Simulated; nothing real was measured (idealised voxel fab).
Name of the process module below: voxel self aligned vias
cross-section cut | 225 nm wide | cells 5 nm
We lay out every cross-section as a grid of square cells and spell it out in bands from the top down, where one band means one or more rows of cells. This entry defines a band. It first specifies the height of the band's top and the height of its bottom in nm, and then specifies the band's materials from left to right, stating each material with its width in nm. The word "throughout" identifies a single material that fills the band from edge to edge, while the word "air" identifies empty space. Measure heights from 0. That's the level where, below it, the as-received wafer is all one material. The lowest band is bottomless and extends downward; write it as in "top 0, no bottom". Think of "30..40" as a width that walks from the first number to the second as you go down the band, top row to bottom row, taking equal-sized steps from row to row. Key: "no alterations made" - step with no changed cell in the cross-section. You'll see "Closed cavity list" listing empty spaces that have no way open to the top, as long as they're 8 cells or more; the notation is width x height at distance, where the distance is from the left edge, and all of it is in nm. Formally, on a step line, whatever follows the settings is a remark that the simulator itself makes on the step. overlay nm: how far to the right of its planned place the mask lay on this masked step (negative: to the left).

-- This section lists the process steps that were planned
1: op RECEIVE | material Si
2: op CONFORMAL_DEP | material SiO2 | thk nm 15
3: op CONFORMAL_DEP | material SiCN | thk nm 5
4: op DIRECTIONAL_DEP | material lowk | thk nm 20
5: op PATTERN | tone open | mask id LINES | material resist | width nm 20 | pitch nm 65 | thk nm 15 | overlay nm 0
6: op DIRECTIONAL_ETCH | etch materials lowk | depth nm 20
7: op STRIP | etch materials resist
8: op CONFORMAL_DEP | material TiN | thk nm 5
9: op FILL_DEP | material Ru | thk nm 5
10: op CMP | height nm 40
11: op SELECTIVE_ETCH | etch materials W Ru TiN | depth nm 5
12: op FILL_DEP | material SiN | thk nm 10
13: op CMP | height nm 40
14: op DIRECTIONAL_DEP | material lowk | thk nm 15
15: op DIRECTIONAL_DEP | material aC | thk nm 15
16: op PATTERN | tone open | mask id VIAS | material resist | width nm 40 | pitch nm 65 | thk nm 35 | overlay nm 0
17: op DIRECTIONAL_ETCH | etch materials aC | depth nm 15
18: op STRIP | etch materials resist
19: op DIRECTIONAL_ETCH | etch materials lowk | depth nm 15
20: op DIRECTIONAL_ETCH | etch materials SiN | depth nm 5
21: op STRIP | etch materials aC
22: op CONFORMAL_DEP | material TiN | thk nm 5
23: op FILL_DEP | material W | thk nm 5
24: op CMP | height nm 55
25: op CONFORMAL_DEP | material SiCN | thk nm 5

-- Step 1 complete: cross-section of the wafer as received
  top 0, no bottom: Si throughout
  Closed cavity list: none

-- End state of the module in cross-section, given the above starting point and plan and one mistake in execution
  top 60, bottom 55: SiCN throughout
  top 55, bottom 40: 25 lowk, then 5 TiN, then 30 W, then 5 TiN, then 25 lowk, then 5 TiN, then 30 W, then 5 TiN, then 25 lowk, then 5 TiN, then 30 W, then 5 TiN, then 30 lowk
  top 40, bottom 35: 25 SiN, then 40 TiN, then 25 SiN, then 40 TiN, then 25 SiN, then 40 TiN, then 30 SiN
  top 35, bottom 20: 35 lowk, then 5 TiN, then 10 Ru, then 5 TiN, then 45 lowk, then 5 TiN, then 10 Ru, then 5 TiN, then 45 lowk, then 5 TiN, then 10 Ru, then 5 TiN, then 40 lowk
  top 20, bottom 15: 35 lowk, then 20 TiN, then 45 lowk, then 20 TiN, then 45 lowk, then 20 TiN, then 40 lowk
  top 15, bottom 0: SiO2 throughout
  top 0, no bottom: Si throughout
  Closed cavity list: none
Deviation from plan: step 3 was dropped from the plan's execution and never run
